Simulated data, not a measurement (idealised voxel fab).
Process module in this document: voxel wiring stack
Each square cell in cross-section cut measures 5 nm, and the section as a whole is 250 nm wide.
Cross-section, as written here: a square-cell grid given band by band from the top down, where a band holds one or more rows of cells.
This entry defines a band. It first specifies the height of the band's top and the height of its bottom in nm, and then specifies the band's materials from left to right, stating each material with its width in nm. The word "full width" identifies a single material that fills the band from edge to edge, while the word "air" identifies empty space.
Where do heights start? At 0: under that level the wafer as delivered is made of one material only. And the lowest band has no floor; it just carries on downward, as in "0 down".
A width such as "30..40" changes by the same amount from each row of cells to the next, from the band's top row to its bottom row.
It should be understood that the words "no modifications", when stated for a given step, signify that the cross-section underwent no change in any of its cells during that step.
The list in "Sealed cavities" covers empty spaces of 8 cells or more that cannot reach the top through any open way, and it gives each as width x height at distance; the distance is from the left edge, and width, height and distance are in nm.
Where a step's line continues beyond its settings, the continuation is a remark by the simulator itself on that step.
Steps that use a mask can have "overlay nm" on their line. It says how far the mask sat to the right of where it was meant to be. Negative means to the left.

**Planned process steps**
- 1: RECEIVE with material Si
- 2: CONFORMAL_DEP with material SiO2, thk nm 10
- 3: CONFORMAL_DEP with material SiN, thk nm 5
- 4: DIRECTIONAL_DEP with material SiO2, thk nm 15
- 5: MASKED_ETCH with tone open, mask id METAL_1, width nm 25, pitch nm 50, etch materials SiO2, depth nm 15, overlay nm 0
- 6: MASKED_ETCH with tone open, mask id METAL_1, width nm 25, pitch nm 50, etch materials SiN, depth nm 5, overlay nm 0
- 7: CONFORMAL_DEP with material TiN, thk nm 5
- 8: FILL_DEP with material Cu, thk nm 10
- 9: CMP with height nm 30
- 10: EPI with material Ru, thk nm 5
- 11: FILL_DEP with material SiCN, thk nm 5
- 12: DIRECTIONAL_DEP with material lowk, thk nm 15
- 13: MASKED_ETCH with tone open, mask id PLUG_1, width nm 15, pitch nm 50, etch materials lowk, depth nm 15, overlay nm 0
- 14: MASKED_ETCH with tone open, mask id PLUG_1, width nm 15, pitch nm 50, etch materials SiCN, depth nm 5, overlay nm 0
- 15: EPI with material Ru, thk nm 10
- 16: EPI with material Ru, thk nm 10
- 17: CONFORMAL_DEP with material SiN, thk nm 5
- 18: DIRECTIONAL_DEP with material SiO2, thk nm 25
- 19: PATTERN with tone open, mask id METAL_2, material resist, width nm 25, pitch nm 50, thk nm 20, overlay nm 0
- 20: DIRECTIONAL_ETCH with etch materials SiO2, depth nm 25
- 21: DIRECTIONAL_ETCH with etch materials SiN, depth nm 5
- 22: STRIP with etch materials resist
- 23: CONFORMAL_DEP with material TiN, thk nm 5
- 24: FILL_DEP with material Cu, thk nm 5
- 25: CMP with height nm 85
- 26: CONFORMAL_DEP with material SiN, thk nm 5

**First of two wafers - as planned**

**Wafer cross-section on receipt, i.e. after step 1**
0 down | Si full width
Sealed cavities: none

**Cross-section of the wafer subsequent to step 2**
10 to 0 | SiO2 full width
Under the height 0 nothing was changed.

**Cross-section of the wafer subsequent to step 3**
15 to 10 | SiN full width
Under the height 10 nothing was changed.

**Cross-section of the wafer subsequent to step 4**
30 to 15 | SiO2 full width
Under the height 15 nothing was changed.

**Cross-section of the wafer subsequent to step 5**
30 to 15 | SiO2: 85  air: 25  SiO2: 25  air: 25  SiO2: 90
Under the height 15 nothing was changed.

**Cross-section of the wafer subsequent to step 6**
30 to 15 | SiO2: 85  air: 25  SiO2: 25  air: 25  SiO2: 90
15 to 10 | SiN: 85  air: 25  SiN: 25  air: 25  SiN: 90
Under the height 10 nothing was changed.

**Cross-section of the wafer subsequent to step 7**
35 to 30 | TiN: 90  air: 15  TiN: 35  air: 15  TiN: 95
30 to 15 | SiO2: 85  TiN: 5  air: 15  TiN: 5  SiO2: 25  TiN: 5  air: 15  TiN: 5  SiO2: 90
15 to 10 | SiN: 85  TiN: 25  SiN: 25  TiN: 25  SiN: 90
Under the height 10 nothing was changed.

**Cross-section of the wafer subsequent to step 8**
45 to 35 | Cu full width
35 to 30 | TiN: 90  Cu: 15  TiN: 35  Cu: 15  TiN: 95
30 to 15 | SiO2: 85  TiN: 5  Cu: 15  TiN: 5  SiO2: 25  TiN: 5  Cu: 15  TiN: 5  SiO2: 90
Under the height 15 nothing was changed.

**Cross-section of the wafer subsequent to step 9**
30 to 15 | SiO2: 85  TiN: 5  Cu: 15  TiN: 5  SiO2: 25  TiN: 5  Cu: 15  TiN: 5  SiO2: 90
Under the height 15 nothing was changed.

**Cross-section of the wafer subsequent to step 10**
35 to 30 | air: 80  Ru: 35  air: 15  Ru: 35  air: 85
Under the height 30 nothing was changed.

**Cross-section of the wafer subsequent to step 11**
40 to 35 | SiCN full width
35 to 30 | SiCN: 80  Ru: 35  SiCN: 15  Ru: 35  SiCN: 85
Under the height 30 nothing was changed.

**Cross-section of the wafer subsequent to step 12**
55 to 40 | lowk full width
Under the height 40 nothing was changed.

**Cross-section of the wafer subsequent to step 13**
55 to 40 | lowk: 85  air: 15  lowk: 35  air: 15  lowk: 100
Under the height 40 nothing was changed.

**Cross-section of the wafer subsequent to step 14**
55 to 40 | lowk: 85  air: 15  lowk: 35  air: 15  lowk: 100
40 to 35 | SiCN: 85  air: 15  SiCN: 35  air: 15  SiCN: 100
Under the height 35 nothing was changed.

**Cross-section of the wafer subsequent to step 15**
55 to 45 | lowk: 85  air: 15  lowk: 35  air: 15  lowk: 100
45 to 40 | lowk: 85  Ru: 15  lowk: 35  Ru: 15  lowk: 100
40 to 30 | SiCN: 85..80  Ru: 15..35  SiCN: 35..15  Ru: 15..35  SiCN: 100..85
Under the height 30 nothing was changed.

**Cross-section of the wafer subsequent to step 16**
55 to 40 | lowk: 85  Ru: 15  lowk: 35  Ru: 15  lowk: 100
Under the height 40 nothing was changed.

**Cross-section of the wafer subsequent to step 17**
60 to 55 | SiN full width
Under the height 55 nothing was changed.

**Cross-section of the wafer subsequent to step 18**
85 to 60 | SiO2 full width
Under the height 60 nothing was changed.

**Cross-section of the wafer subsequent to step 19**
105 to 85 | resist: 85  air: 25  resist: 25  air: 25  resist: 90
Under the height 85 nothing was changed.

**Cross-section of the wafer subsequent to step 20**
105 to 85 | resist: 85  air: 25  resist: 25  air: 25  resist: 90
85 to 60 | SiO2: 85  air: 25  SiO2: 25  air: 25  SiO2: 90
Under the height 60 nothing was changed.

**Cross-section of the wafer subsequent to step 21**
105 to 85 | resist: 85  air: 25  resist: 25  air: 25  resist: 90
85 to 60 | SiO2: 85  air: 25  SiO2: 25  air: 25  SiO2: 90
60 to 55 | SiN: 85  air: 25  SiN: 25  air: 25  SiN: 90
Under the height 55 nothing was changed.

**Cross-section of the wafer subsequent to step 22**
85 to 60 | SiO2: 85  air: 25  SiO2: 25  air: 25  SiO2: 90
Under the height 60 nothing was changed.

**Cross-section of the wafer subsequent to step 23**
90 to 85 | TiN: 90  air: 15  TiN: 35  air: 15  TiN: 95
85 to 60 | SiO2: 85  TiN: 5  air: 15  TiN: 5  SiO2: 25  TiN: 5  air: 15  TiN: 5  SiO2: 90
60 to 55 | SiN: 85  TiN: 25  SiN: 25  TiN: 25  SiN: 90
Under the height 55 nothing was changed.

**Cross-section of the wafer subsequent to step 24**
95 to 90 | Cu full width
90 to 85 | TiN: 90  Cu: 15  TiN: 35  Cu: 15  TiN: 95
85 to 60 | SiO2: 85  TiN: 5  Cu: 15  TiN: 5  SiO2: 25  TiN: 5  Cu: 15  TiN: 5  SiO2: 90
Under the height 60 nothing was changed.

**Cross-section of the wafer subsequent to step 25**
85 to 60 | SiO2: 85  TiN: 5  Cu: 15  TiN: 5  SiO2: 25  TiN: 5  Cu: 15  TiN: 5  SiO2: 90
Under the height 60 nothing was changed.

**Cross-section of the wafer subsequent to step 26**
90 to 85 | SiN full width
Under the height 85 nothing was changed.

**Wafer two: like wafer one in start and plan, but with one mistake in execution; identical up to and including step 4**

**At the planned end of step 5, the second wafer in cross-section**
30 to 15 | air: 85  SiO2: 25  air: 25  SiO2: 25  air: 90
Under the height 15 nothing was changed.

At the planned end of step 6, the second wafer in cross-section: no modifications

**At the planned end of step 7, the second wafer in cross-section**
35 to 30 | air: 80  TiN: 35  air: 15  TiN: 35  air: 85
30 to 20 | air: 80  TiN: 5  SiO2: 25  TiN: 5  air: 15  TiN: 5  SiO2: 25  TiN: 5  air: 85
20 to 15 | TiN: 85  SiO2: 25  TiN: 25  SiO2: 25  TiN: 90
Under the height 15 nothing was changed.

**At the planned end of step 8, the second wafer in cross-section**
45 to 35 | Cu full width
35 to 30 | Cu: 80  TiN: 35  Cu: 15  TiN: 35  Cu: 85
30 to 20 | Cu: 80  TiN: 5  SiO2: 25  TiN: 5  Cu: 15  TiN: 5  SiO2: 25  TiN: 5  Cu: 85
Under the height 20 nothing was changed.

**At the planned end of step 9, the second wafer in cross-section**
30 to 20 | Cu: 80  TiN: 5  SiO2: 25  TiN: 5  Cu: 15  TiN: 5  SiO2: 25  TiN: 5  Cu: 85
Under the height 20 nothing was changed.

**At the planned end of step 10, the second wafer in cross-section**
35 to 30 | Ru: 90  air: 15  Ru: 35  air: 15  Ru: 95
Under the height 30 nothing was changed.

**At the planned end of step 11, the second wafer in cross-section**
40 to 35 | SiCN full width
35 to 30 | Ru: 90  SiCN: 15  Ru: 35  SiCN: 15  Ru: 95
Under the height 30 nothing was changed.

**At the planned end of step 12, the second wafer in cross-section**
55 to 40 | lowk full width
Under the height 40 nothing was changed.

**At the planned end of step 13, the second wafer in cross-section**
55 to 40 | lowk: 85  air: 15  lowk: 35  air: 15  lowk: 100
Under the height 40 nothing was changed.

**At the planned end of step 14, the second wafer in cross-section**
55 to 40 | lowk: 85  air: 15  lowk: 35  air: 15  lowk: 100
40 to 35 | SiCN: 85  air: 15  SiCN: 35  air: 15  SiCN: 100
Under the height 35 nothing was changed.

**At the planned end of step 15, the second wafer in cross-section**
55 to 45 | lowk: 85  air: 15  lowk: 35  air: 15  lowk: 100
45 to 40 | lowk: 85  Ru: 15  lowk: 35  Ru: 15  lowk: 100
40 to 35 | SiCN: 85  Ru: 15  SiCN: 35  Ru: 15  SiCN: 100
Under the height 35 nothing was changed.

**At the planned end of step 16, the second wafer in cross-section**
55 to 40 | lowk: 85  Ru: 15  lowk: 35  Ru: 15  lowk: 100
Under the height 40 nothing was changed.

**At the planned end of step 17, the second wafer in cross-section**
60 to 55 | SiN full width
Under the height 55 nothing was changed.

**At the planned end of step 18, the second wafer in cross-section**
85 to 60 | SiO2 full width
Under the height 60 nothing was changed.

**At the planned end of step 19, the second wafer in cross-section**
105 to 85 | resist: 85  air: 25  resist: 25  air: 25  resist: 90
Under the height 85 nothing was changed.

**At the planned end of step 20, the second wafer in cross-section**
105 to 85 | resist: 85  air: 25  resist: 25  air: 25  resist: 90
85 to 60 | SiO2: 85  air: 25  SiO2: 25  air: 25  SiO2: 90
Under the height 60 nothing was changed.

**At the planned end of step 21, the second wafer in cross-section**
105 to 85 | resist: 85  air: 25  resist: 25  air: 25  resist: 90
85 to 60 | SiO2: 85  air: 25  SiO2: 25  air: 25  SiO2: 90
60 to 55 | SiN: 85  air: 25  SiN: 25  air: 25  SiN: 90
Under the height 55 nothing was changed.

**At the planned end of step 22, the second wafer in cross-section**
85 to 60 | SiO2: 85  air: 25  SiO2: 25  air: 25  SiO2: 90
Under the height 60 nothing was changed.

**At the planned end of step 23, the second wafer in cross-section**
90 to 85 | TiN: 90  air: 15  TiN: 35  air: 15  TiN: 95
85 to 60 | SiO2: 85  TiN: 5  air: 15  TiN: 5  SiO2: 25  TiN: 5  air: 15  TiN: 5  SiO2: 90
60 to 55 | SiN: 85  TiN: 25  SiN: 25  TiN: 25  SiN: 90
Under the height 55 nothing was changed.

**At the planned end of step 24, the second wafer in cross-section**
95 to 90 | Cu full width
90 to 85 | TiN: 90  Cu: 15  TiN: 35  Cu: 15  TiN: 95
85 to 60 | SiO2: 85  TiN: 5  Cu: 15  TiN: 5  SiO2: 25  TiN: 5  Cu: 15  TiN: 5  SiO2: 90
Under the height 60 nothing was changed.

**At the planned end of step 25, the second wafer in cross-section**
85 to 60 | SiO2: 85  TiN: 5  Cu: 15  TiN: 5  SiO2: 25  TiN: 5  Cu: 15  TiN: 5  SiO2: 90
Under the height 60 nothing was changed.

**At the planned end of step 26, the second wafer in cross-section**
90 to 85 | SiN full width
Under the height 85 nothing was changed.
Processing error: rather than as planned, step 5 actually ran as MASKED_ETCH with tone cover, mask id METAL_1, width nm 25, pitch nm 50, etch materials SiO2, depth nm 15, overlay nm 0
Per the end-of-run cell counts, the second wafer holds more or fewer of some materials than the first: Cu: 54 more | Ru: 30 more | SiCN: 30 fewer | SiN: 10 more | SiO2: 90 fewer | TiN: 26 more
